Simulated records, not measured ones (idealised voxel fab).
Process module in this document: voxel released beams
Section cut is 285 nm wide and gridded with 5 nm square cells.
When this document writes out a cross-section, it uses a grid of square cells and lists it as bands, beginning at the top and moving down, with a band standing for one or more rows of cells. It is stipulated that each band's entry specify, in nanometres, the height of the top of the band and then that of its bottom, followed by the materials of the band in left-to-right sequence, each together with its width in nanometres. A single material marked by the word "everywhere" is understood to fill the band from edge to edge; the word "blank" is understood to denote empty space. Heads up on the height convention: 0 is the point under which the incoming wafer is all one material, and the lowest band has no bottom, it just keeps going down, like "top 0, no bottom". Top row gets the first number, bottom row gets the second, and each row in between changes by the same step: that is how a band width like "30 to 40" works. Where a step carries "nothing was modified", the cross-section came out of it unchanged, cell for cell. Listed in "Sealed void inventory": every empty space of 8 or more cells without an open way to the top. Form: width x height at distance, the distance being from the left edge, all in nm. If you see something after the settings on a step's line, that's the simulator's own remark about that step. "overlay nm" answers the question of how far to the right of plan the mask lay on a step that has a mask, and when it is negative the answer is to the left.
The planned process steps are enumerated hereunder
| 1 | op RECEIVE | material Si |
| 2 | op CONFORMAL_DEP | material Al2O3 | thk nm 5 |
| 3 | op DIRECTIONAL_DEP | material SiO2 | thk nm 20 |
| 4 | op PATTERN | tone open | mask id ANCHOR | material resist | width nm 35 | thk nm 15 | overlay nm 0 |
| 5 | op DIRECTIONAL_ETCH | etch materials SiO2 | depth nm 20 |
| 6 | op STRIP | etch materials resist |
| 7 | op CONFORMAL_DEP | material W | thk nm 15 |
| 8 | op MASKED_ETCH | tone cover | mask id BEAM | width nm 95 | etch materials W | depth nm 15 | overlay nm 0 |
| 9 | op STRIP | etch materials SiO2 |
As-received state of the wafer in cross-section, equivalent to post-step 1
	top 0, no bottom = Si everywhere
	Sealed void inventory: none
The plan above was carried out on the starting structure above with one mistake, and this cross-section shows the wafer at the end of the module
	top 40, bottom 25 = 90 blank, 95 W, 100 blank
	top 25, bottom 20 = Al2O3 everywhere
	top 20, bottom 0 = SiO2 everywhere
	top 0, no bottom = Si everywhere
	Sealed void inventory: none
Nonconformance to the process plan: steps 2 and 3 got flipped, so each one ran where the other should have
